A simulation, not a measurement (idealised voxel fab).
process module | voxel spacer lines
cross-section cut | 275 nm wide | cells 5 nm
A cross-section is a grid of square cells, given in bands from the top down. A band is one or more rows of cells.
Each band's line starts with the height of the band's top and of its bottom, in nm. Then come its materials from left to right, each with its width in nm. One material with "throughout" fills the band from edge to edge. "air" is empty space.
Height 0 is the level under which the wafer as received is all one material. The lowest band goes on downwards, as in "0 down".
A width such as "30 to 40" changes by the same amount from each row of cells to the next, from the band's top row to its bottom row.
"no change" after a step means that no cell of the cross-section changed.
closed voids: empty space of 8 cells or more with no open way to the top, each as width x height at its distance from the left edge, in nm
after a step's settings: what the simulator itself notes on the step
overlay nm, on a step with a mask: how far to the right of its planned place the mask lay; to the left if negative
plan
1 op RECEIVE | material Si
2 op CONFORMAL_DEP | material SiO2 | thk nm 5
3 op DIRECTIONAL_DEP | material TiN | thk nm 20
4 op DIRECTIONAL_DEP | material polySi | thk nm 30
5 op PATTERN | tone cover | mask id MANDREL | material resist | width nm 15 | pitch nm 60 | thk nm 40 | overlay nm 0
6 op DIRECTIONAL_ETCH | etch materials polySi | depth nm 30
7 op STRIP | etch materials resist
8 op CONFORMAL_DEP | material SiN | thk nm 15
9 op DIRECTIONAL_ETCH | etch materials SiN | depth nm 15
10 op STRIP | etch materials polySi
11 op DIRECTIONAL_ETCH | etch materials TiN | depth nm 20
12 op STRIP | etch materials SiN
first wafer, as planned
as received, after step 1
  0 down: Si throughout
  closed voids: none
after step 2
  5 to 0: SiO2 throughout
  below 0: unchanged
after step 3
  25 to 5: TiN throughout
  below 5: unchanged
after step 4
  55 to 25: polySi throughout
  below 25: unchanged
after step 5
  95 to 55: air 70 | resist 15 | air 45 | resist 15 | air 45 | resist 15 | air 70
  below 55: unchanged
after step 6
  95 to 55: air 70 | resist 15 | air 45 | resist 15 | air 45 | resist 15 | air 70
  55 to 25: air 70 | polySi 15 | air 45 | polySi 15 | air 45 | polySi 15 | air 70
  below 25: unchanged
after step 7
  55 to 25: air 70 | polySi 15 | air 45 | polySi 15 | air 45 | polySi 15 | air 70
  below 25: unchanged
after step 8
  70 to 55: air 55 | SiN 45 | air 15 | SiN 45 | air 15 | SiN 45 | air 55
  55 to 40: air 55 | SiN 15 | polySi 15 | SiN 15 | air 15 | SiN 15 | polySi 15 | SiN 15 | air 15 | SiN 15 | polySi 15 | SiN 15 | air 55
  40 to 25: SiN 70 | polySi 15 | SiN 45 | polySi 15 | SiN 45 | polySi 15 | SiN 70
  below 25: unchanged
after step 9
  55 to 25: air 55 | SiN 15 | polySi 15 | SiN 15 | air 15 | SiN 15 | polySi 15 | SiN 15 | air 15 | SiN 15 | polySi 15 | SiN 15 | air 55
  below 25: unchanged
after step 10
  55 to 25: air 55 | SiN 15 | air 15 | SiN 15 | air 15 | SiN 15 | air 15 | SiN 15 | air 15 | SiN 15 | air 15 | SiN 15 | air 55
  below 25: unchanged
after step 11
  55 to 25: air 55 | SiN 15 | air 15 | SiN 15 | air 15 | SiN 15 | air 15 | SiN 15 | air 15 | SiN 15 | air 15 | SiN 15 | air 55
  25 to 5: air 55 | TiN 15 | air 15 | TiN 15 | air 15 | TiN 15 | air 15 | TiN 15 | air 15 | TiN 15 | air 15 | TiN 15 | air 55
  below 5: unchanged
after step 12
  25 to 5: air 55 | TiN 15 | air 15 | TiN 15 | air 15 | TiN 15 | air 15 | TiN 15 | air 15 | TiN 15 | air 15 | TiN 15 | air 55
  below 5: unchanged
second wafer: like start, like plan, one mistake. Through step 2 it matches the first wafer
when step 3 should have ended
  45 to 5: TiN throughout
  below 5: unchanged
when step 4 should have ended
  75 to 45: polySi throughout
  below 45: unchanged
when step 5 should have ended
  115 to 75: air 70 | resist 15 | air 45 | resist 15 | air 45 | resist 15 | air 70
  below 75: unchanged
when step 6 should have ended
  115 to 75: air 70 | resist 15 | air 45 | resist 15 | air 45 | resist 15 | air 70
  75 to 45: air 70 | polySi 15 | air 45 | polySi 15 | air 45 | polySi 15 | air 70
  below 45: unchanged
when step 7 should have ended
  75 to 45: air 70 | polySi 15 | air 45 | polySi 15 | air 45 | polySi 15 | air 70
  below 45: unchanged
when step 8 should have ended
  90 to 75: air 55 | SiN 45 | air 15 | SiN 45 | air 15 | SiN 45 | air 55
  75 to 60: air 55 | SiN 15 | polySi 15 | SiN 15 | air 15 | SiN 15 | polySi 15 | SiN 15 | air 15 | SiN 15 | polySi 15 | SiN 15 | air 55
  60 to 45: SiN 70 | polySi 15 | SiN 45 | polySi 15 | SiN 45 | polySi 15 | SiN 70
  below 45: unchanged
when step 9 should have ended
  75 to 45: air 55 | SiN 15 | polySi 15 | SiN 15 | air 15 | SiN 15 | polySi 15 | SiN 15 | air 15 | SiN 15 | polySi 15 | SiN 15 | air 55
  below 45: unchanged
when step 10 should have ended
  75 to 45: air 55 | SiN 15 | air 15 | SiN 15 | air 15 | SiN 15 | air 15 | SiN 15 | air 15 | SiN 15 | air 15 | SiN 15 | air 55
  below 45: unchanged
when step 11 should have ended
  75 to 45: air 55 | SiN 15 | air 15 | SiN 15 | air 15 | SiN 15 | air 15 | SiN 15 | air 15 | SiN 15 | air 15 | SiN 15 | air 55
  45 to 25: air 55 | TiN 15 | air 15 | TiN 15 | air 15 | TiN 15 | air 15 | TiN 15 | air 15 | TiN 15 | air 15 | TiN 15 | air 55
  below 25: unchanged
when step 12 should have ended
  45 to 25: air 55 | TiN 15 | air 15 | TiN 15 | air 15 | TiN 15 | air 15 | TiN 15 | air 15 | TiN 15 | air 15 | TiN 15 | air 55
  below 25: unchanged
what went wrong: step 3 was run twice
at the end the second wafer has, in cells: 220 more of TiN
